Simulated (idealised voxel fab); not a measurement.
process module | voxel ribs on slabs
cross-section cut | 295 nm wide | cells 5 nm
A cross-section is a grid of square cells, given in bands from the top down. A band is one or more rows of cells.
Each band's line starts with the height of the band's top and of its bottom, in nm. Then come its materials from left to right, each with its width in nm. One material with "throughout" fills the band from edge to edge. "air" is empty space.
Height 0 is the level under which the wafer as received is all one material. The lowest band goes on downwards, as in "0 down".
A width such as "30 to 40" changes by the same amount from each row of cells to the next, from the band's top row to its bottom row.
"no change" after a step means that no cell of the cross-section changed.
closed voids: empty space of 8 cells or more with no open way to the top, each as width x height at its distance from the left edge, in nm
after a step's settings: what the simulator itself notes on the step
overlay nm, on a step with a mask: how far to the right of its planned place the mask lay; to the left if negative
plan
1 op RECEIVE | material Si
2 op DIRECTIONAL_DEP | material SiO2 | thk nm 30
3 op DIRECTIONAL_DEP | material polySi | thk nm 25
4 op PATTERN | tone cover | mask id RIB | material resist | width nm 30 | thk nm 20 | overlay nm 0
5 op DIRECTIONAL_ETCH | etch materials polySi | depth nm 15
6 op STRIP | etch materials resist
7 op MASKED_ETCH | tone cover | mask id SLAB | width nm 60 | etch materials polySi | depth nm 10 | overlay nm 0
8 op FILL_DEP | material SiO2 | thk nm 30
9 op CMP | height nm 75
10 op DIRECTIONAL_DEP | material W | thk nm 5
11 op DIRECTIONAL_DEP | material aC | thk nm 10
12 op PATTERN | tone cover | mask id HEATER | material resist | width nm 40 | thk nm 25 | overlay nm 0
13 op DIRECTIONAL_ETCH | etch materials aC | depth nm 10
14 op STRIP | etch materials resist
15 op DIRECTIONAL_ETCH | etch materials W | depth nm 5
16 op STRIP | etch materials aC
17 op CONFORMAL_DEP | material SiO2 | thk nm 10
as received, after step 1
  0 down: Si throughout
  closed voids: none
a wafer at the end: this start, this plan, one mistake
  90 to 85: air 115 | SiO2 60 | air 120
  85 to 80: SiO2 throughout
  80 to 75: SiO2 125 | W 40 | SiO2 130
  75 to 55: SiO2 throughout
  55 to 40: SiO2 125 | polySi 30 | SiO2 140
  40 to 30: SiO2 115 | polySi 60 | SiO2 120
  30 to 0: SiO2 throughout
  0 down: Si throughout
  closed voids: none
what went wrong: step 4 ran as: op PATTERN | tone cover | mask id RIB | material resist | width nm 30 | thk nm 20 | overlay nm -5
